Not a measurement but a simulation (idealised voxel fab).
This is a process module. Its name is voxel self aligned contacts.
Square cells of 5 nm make up the cross-section cut, whose width is 260 nm.
This document writes a cross-section as a grid whose cells are square, and gives it as bands, listed from the top down; one or more rows of cells form a band. The entry gives the band's vertical extent as a top height and a bottom height in nm, then its horizontal make-up as materials from left to right, each with a width in nm. "empty" stands for empty space; a single material marked "full width" fills the band edge to edge. Height 0 is the level under which the wafer as received is all one material. The lowest band goes on downwards, as in "0 and below". A width given as "30->40" starts at the first number in the band's top row and ends at the second number in its bottom row, shifting by an equal amount at every step from row to row. Key: "nothing different" - step with no changed cell in the cross-section. Voids not open to the top, 8 cells minimum: see "Sealed void inventory". Written width x height at distance; distance is from the left edge; nm. What comes after the settings on a step's line is commentary from the simulator itself on that step. On any step carrying a mask, the "overlay nm" setting, if present on the step's line, tells how far right of its planned place the mask lay; negative values point to the left.
# Planned process steps
1,RECEIVE [material Si]
2,CONFORMAL_DEP [material SiO2] [thk nm 5]
3,DIRECTIONAL_DEP [material polySi] [thk nm 30]
4,DIRECTIONAL_DEP [material SiN] [thk nm 25]
5,MASKED_ETCH [tone cover] [mask id GATE] [width nm 30] [pitch nm 75] [etch materials SiN] [depth nm 25] [overlay nm 0]
6,MASKED_ETCH [tone cover] [mask id GATE] [width nm 30] [pitch nm 75] [etch materials polySi] [depth nm 30] [overlay nm 0]
7,CONFORMAL_DEP [material SiN] [thk nm 10]
8,DIRECTIONAL_ETCH [etch materials SiN] [depth nm 10]
9,FILL_DEP [material SiO2] [thk nm 15]
10,CMP [height nm 65]
11,MASKED_ETCH [tone open] [mask id CONTACT] [width nm 55] [etch materials SiO2] [depth nm 65] [overlay nm 0]
12,CONFORMAL_DEP [material TiN] [thk nm 5]
13,FILL_DEP [material W] [thk nm 5]
14,CMP [height nm 65]
15,CONFORMAL_DEP [material SiN] [thk nm 5]
# Wafer as received: cross-section following step 1
	0 and below = Si full width
	Sealed void inventory: none
# Run as planned - first of the two wafers cross-sectioned at the end of the module
	70 down to 65 = SiN full width
	65 down to 60 = SiO2 100  TiN 20  W 15  TiN 20  SiO2 105
	60 down to 35 = SiO2 65  SiN 50  TiN 5  W 15  TiN 5  SiN 50  SiO2 70
	35 down to 5 = SiO2 65  SiN 10  polySi 30  SiN 10  TiN 5  W 15  TiN 5  SiN 10  polySi 30  SiN 10  SiO2 70
	5 down to 0 = SiO2 115  TiN 25  SiO2 120
	0 and below = Si full width
	Sealed void inventory: none
# Wafer two, end of module, cross-section. Same start, same plan as wafer one. One mistake in the run
	70 down to 65 = SiN full width
	65 down to 40 = SiO2 65  SiN 10  polySi 30  SiN 10  TiN 5  W 15  TiN 5  SiN 10  polySi 30  SiN 10  SiO2 70
	40 down to 35 = SiO2 65  SiN 10  polySi 30  SiN 10  TiN 25  SiN 10  polySi 30  SiN 10  SiO2 70
	35 down to 5 = polySi full width
	5 down to 0 = SiO2 full width
	0 and below = Si full width
	Sealed void inventory: none
what went wrong: step 3 of the plan was executed twice over
Bottom line after processing is that, in cells, the second wafer is up or down on some materials versus the first: 100 fewer of SiN; 171 fewer of SiO2; 20 fewer of TiN; 21 fewer of W; 312 more of polySi
